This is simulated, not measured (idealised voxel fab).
The document below concerns the process module designated voxel fin reveal.
FYI the section here is cut, 180 nm wide, cells are 5 nm squares.
If you're reading a cross-section in this doc, picture square cells in a grid; it comes to you as bands, top ones listed first down to the bottom, and a band can be one or more rows of cells. Read a band's entry like this: the first values are the height of its top and the height of its bottom in nm, and what follows is the sequence of materials from left to right, each with its width in nm. Note that "air" is empty space, and that a single material marked "everywhere" reaches across the band from edge to edge. Heights are reckoned from 0. Under this level, the received wafer is all of one material. The bottommost band is open-ended downward, for example "0 nm and below". It should be noted that a width expressed as "30 to 40" varies in equal increments from row to row of cells within the band, taking the value of the first number at the top row and that of the second number at the bottom row. Where the words "no alteration" appear for a step, the cross-section shows no cell changed by that step; every cell remained as before. What "Unvented internal voids" gives you is every empty space of 8 cells or more that is cut off from the top. Each appears as width x height at distance, with the distance taken from the left edge and width, height and distance all in nm. What comes after the settings on a step's line is commentary from the simulator itself on that step. "overlay nm", when on a step's line for a step with a mask, measures how far to the right of its planned place the mask lay; a negative measure means to the left.
### These are the steps we planned for the process
1. RECEIVE | material Si
2. CONFORMAL_DEP | material SiN | thk nm 10
3. PATTERN | tone cover | mask id FINS | material resist | width nm 15 | pitch nm 45 | thk nm 15 | overlay nm 0
4. DIRECTIONAL_ETCH | etch materials SiN | depth nm 10
5. DIRECTIONAL_ETCH | etch materials Si | depth nm 40
6. STRIP | etch materials resist
7. OXIDIZE | depth nm 5
8. FILL_DEP | material SiO2 | thk nm 10
9. CMP | height nm 10
10. SELECTIVE_ETCH | etch materials SiO2 | depth nm 30
11. STRIP | etch materials SiN
12. CONFORMAL_DEP | material HfO2 | thk nm 5
### First wafer of two (run as planned)
### Here's what the wafer looked like in cross-section when it arrived - that's after step 1
* 0 nm and below: Si everywhere
* Unvented internal voids: none
### Cross-sectional representation of the wafer at the conclusion of step 2
* 10 nm to 0 nm: SiN everywhere
* Rest of section, below 0: as before.
### Cross-sectional representation of the wafer at the conclusion of step 3
* 25 nm to 10 nm: air=60 / resist=15 / air=30 / resist=15 / air=60
* Rest of section, below 10: as before.
### Cross-sectional representation of the wafer at the conclusion of step 4
* 25 nm to 10 nm: air=60 / resist=15 / air=30 / resist=15 / air=60
* 10 nm to 0 nm: air=60 / SiN=15 / air=30 / SiN=15 / air=60
* Rest of section, below 0: as before.
### Cross-sectional representation of the wafer at the conclusion of step 5
* 25 nm to 10 nm: air=60 / resist=15 / air=30 / resist=15 / air=60
* 10 nm to 0 nm: air=60 / SiN=15 / air=30 / SiN=15 / air=60
* 0 nm to -40 nm: air=60 / Si=15 / air=30 / Si=15 / air=60
* Rest of section, below -40: as before.
### Cross-sectional representation of the wafer at the conclusion of step 6
* 10 nm to 0 nm: air=60 / SiN=15 / air=30 / SiN=15 / air=60
* Rest of section, below 0: as before.
### Cross-sectional representation of the wafer at the conclusion of step 7
* 10 nm to 0 nm: air=60 / SiN=15 / air=30 / SiN=15 / air=60
* 0 nm to -40 nm: air=60 / SiO2=5 / Si=5 / SiO2=5 / air=30 / SiO2=5 / Si=5 / SiO2=5 / air=60
* -40 nm to -45 nm: SiO2=65 / Si=5 / SiO2=40 / Si=5 / SiO2=65
* Rest of section, below -45: as before.
### Cross-sectional representation of the wafer at the conclusion of step 8
* 20 nm to 10 nm: SiO2 everywhere
* 10 nm to 0 nm: SiO2=60 / SiN=15 / SiO2=30 / SiN=15 / SiO2=60
* 0 nm to -45 nm: SiO2=65 / Si=5 / SiO2=40 / Si=5 / SiO2=65
* Rest of section, below -45: as before.
### Cross-sectional representation of the wafer at the conclusion of step 9
* 10 nm to 0 nm: SiO2=60 / SiN=15 / SiO2=30 / SiN=15 / SiO2=60
* Rest of section, below 0: as before.
### Cross-sectional representation of the wafer at the conclusion of step 10
* 10 nm to 0 nm: air=60 / SiN=15 / air=30 / SiN=15 / air=60
* 0 nm to -20 nm: air=65 / Si=5 / air=40 / Si=5 / air=65
* Rest of section, below -20: as before.
### Cross-sectional representation of the wafer at the conclusion of step 11
* 0 nm to -20 nm: air=65 / Si=5 / air=40 / Si=5 / air=65
* Rest of section, below -20: as before.
### Cross-sectional representation of the wafer at the conclusion of step 12
* 5 nm to 0 nm: air=60 / HfO2=15 / air=30 / HfO2=15 / air=60
* 0 nm to -15 nm: air=60 / HfO2=5 / Si=5 / HfO2=5 / air=30 / HfO2=5 / Si=5 / HfO2=5 / air=60
* -15 nm to -20 nm: HfO2=65 / Si=5 / HfO2=40 / Si=5 / HfO2=65
* Rest of section, below -20: as before.
### Second wafer, same starting conditions and recipe as the first, one mistake in executing it, nothing differs from the first up to and including step 2
### The second wafer cut through, at the time step 3 was supposed to be finished
* 25 nm to 10 nm: air=60 / resist=20 / air=25 / resist=20 / air=55
* Rest of section, below 10: as before.
### The second wafer cut through, at the time step 4 was supposed to be finished
* 25 nm to 10 nm: air=60 / resist=20 / air=25 / resist=20 / air=55
* 10 nm to 0 nm: air=60 / SiN=20 / air=25 / SiN=20 / air=55
* Rest of section, below 0: as before.
### The second wafer cut through, at the time step 5 was supposed to be finished
* 25 nm to 10 nm: air=60 / resist=20 / air=25 / resist=20 / air=55
* 10 nm to 0 nm: air=60 / SiN=20 / air=25 / SiN=20 / air=55
* 0 nm to -40 nm: air=60 / Si=20 / air=25 / Si=20 / air=55
* Rest of section, below -40: as before.
### The second wafer cut through, at the time step 6 was supposed to be finished
* 10 nm to 0 nm: air=60 / SiN=20 / air=25 / SiN=20 / air=55
* Rest of section, below 0: as before.
### The second wafer cut through, at the time step 7 was supposed to be finished
* 10 nm to 0 nm: air=60 / SiN=20 / air=25 / SiN=20 / air=55
* 0 nm to -40 nm: air=60 / SiO2=5 / Si=10 / SiO2=5 / air=25 / SiO2=5 / Si=10 / SiO2=5 / air=55
* -40 nm to -45 nm: SiO2=65 / Si=10 / SiO2=35 / Si=10 / SiO2=60
* Rest of section, below -45: as before.
### The second wafer cut through, at the time step 8 was supposed to be finished
* 20 nm to 10 nm: SiO2 everywhere
* 10 nm to 0 nm: SiO2=60 / SiN=20 / SiO2=25 / SiN=20 / SiO2=55
* 0 nm to -45 nm: SiO2=65 / Si=10 / SiO2=35 / Si=10 / SiO2=60
* Rest of section, below -45: as before.
### The second wafer cut through, at the time step 9 was supposed to be finished
* 10 nm to 0 nm: SiO2=60 / SiN=20 / SiO2=25 / SiN=20 / SiO2=55
* Rest of section, below 0: as before.
### The second wafer cut through, at the time step 10 was supposed to be finished
* 10 nm to 0 nm: air=60 / SiN=20 / air=25 / SiN=20 / air=55
* 0 nm to -20 nm: air=65 / Si=10 / air=35 / Si=10 / air=60
* Rest of section, below -20: as before.
### The second wafer cut through, at the time step 11 was supposed to be finished
* 0 nm to -20 nm: air=65 / Si=10 / air=35 / Si=10 / air=60
* Rest of section, below -20: as before.
### The second wafer cut through, at the time step 12 was supposed to be finished
* 5 nm to 0 nm: air=60 / HfO2=20 / air=25 / HfO2=20 / air=55
* 0 nm to -15 nm: air=60 / HfO2=5 / Si=10 / HfO2=5 / air=25 / HfO2=5 / Si=10 / HfO2=5 / air=55
* -15 nm to -20 nm: HfO2=65 / Si=10 / HfO2=35 / Si=10 / HfO2=60
* Rest of section, below -20: as before.
Diagnosis: step 3 off recipe, ran as PATTERN | tone cover | mask id FINS | material resist | width nm 20 | pitch nm 45 | thk nm 15 | overlay nm 0
Final comparison by cell count, materials where the second wafer has more or fewer than the first: Si: 18 more; SiO2: 10 fewer
